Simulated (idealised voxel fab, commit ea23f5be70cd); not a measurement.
Proc. module: voxel quadruple lines
We display cut, a cross-section 260 nm in width whose square cells are each 5 nm.
The cross-sections in this document take the form of a grid made of square cells. They are written out as bands, in order from top to bottom. Each band consists of one or more rows of cells.
A band entry consists of two parts. The first gives the height of the band's top and the height of its bottom, in nm. The rest lists the band's materials from left to right, each with its width in nm. A single material labelled with the word "full width" fills the band from edge to edge, and the word "blank" marks empty space.
Heights are expressed relative to 0, this being the level below which the as-received wafer comprises one material exclusively. The lowest band is unbounded in the downward direction and is denoted as in "0..down".
A width given as "30 to 40" starts at the first number in the band's top row and ends at the second number in its bottom row, shifting by an equal amount at every step from row to row.
Where the words "all unchanged" appear for a step, the cross-section shows no cell changed by that step; every cell remained as before.
Listed in "Entrapped voids": every empty space of 8 or more cells without an open way to the top. Form: width x height at distance, the distance being from the left edge, all in nm.
If you see something after the settings on a step's line, that's the simulator's own remark about that step.
The "overlay nm" setting may appear on a step's line; for a step that uses a mask, it gives how far to the right of its planned position the mask lay, and a negative value indicates the left.

**Process steps (planned)**
1. RECEIVE, material Si
2. CONFORMAL_DEP, material Al2O3, thk nm 5
3. DIRECTIONAL_DEP, material W, thk nm 15
4. DIRECTIONAL_DEP, material polySi, thk nm 20
5. DIRECTIONAL_DEP, material aC, thk nm 20
6. PATTERN, tone cover, mask id MANDREL, material resist, width nm 20, thk nm 30, overlay nm 0
7. DIRECTIONAL_ETCH, etch materials aC, depth nm 20
8. STRIP, etch materials resist
9. CONFORMAL_DEP, material SiO2, thk nm 10
10. DIRECTIONAL_ETCH, etch materials SiO2, depth nm 10
11. STRIP, etch materials aC
12. DIRECTIONAL_ETCH, etch materials polySi, depth nm 20
13. STRIP, etch materials SiO2
14. CONFORMAL_DEP, material SiCN, thk nm 5
15. DIRECTIONAL_ETCH, etch materials SiCN, depth nm 5
16. STRIP, etch materials polySi
17. DIRECTIONAL_ETCH, etch materials W, depth nm 15
18. STRIP, etch materials SiCN

**as received, after step 1**
  0..down | Si full width
  Entrapped voids: none

**Cross-section: first of two wafers, module finished, run according to plan**
  20..5 | 105 nm blank | 5 nm W | 10 nm blank | 5 nm W | 10 nm blank | 5 nm W | 10 nm blank | 5 nm W | 105 nm blank
  5..0 | Al2O3 full width
  0..down | Si full width
  Entrapped voids: none

**This cross-section belongs to the second wafer of two at the end of the module; the start and the plan were shared with the first, and the run included one mistake**
  20..5 | 110 nm blank | 5 nm W | 10 nm blank | 5 nm W | 5 nm blank | 5 nm W | 10 nm blank | 5 nm W | 105 nm blank
  5..0 | Al2O3 full width
  0..down | Si full width
  Entrapped voids: none
In executing the process, a mistake was made relative to the plan: step 6: run off-plan, actual operation and settings PATTERN, tone cover, mask id MANDREL, material resist, width nm 15, thk nm 30, overlay nm 0
Same inventory, different map: at the end, the second wafer holds as many cells of each material as the first, placed elsewhere.
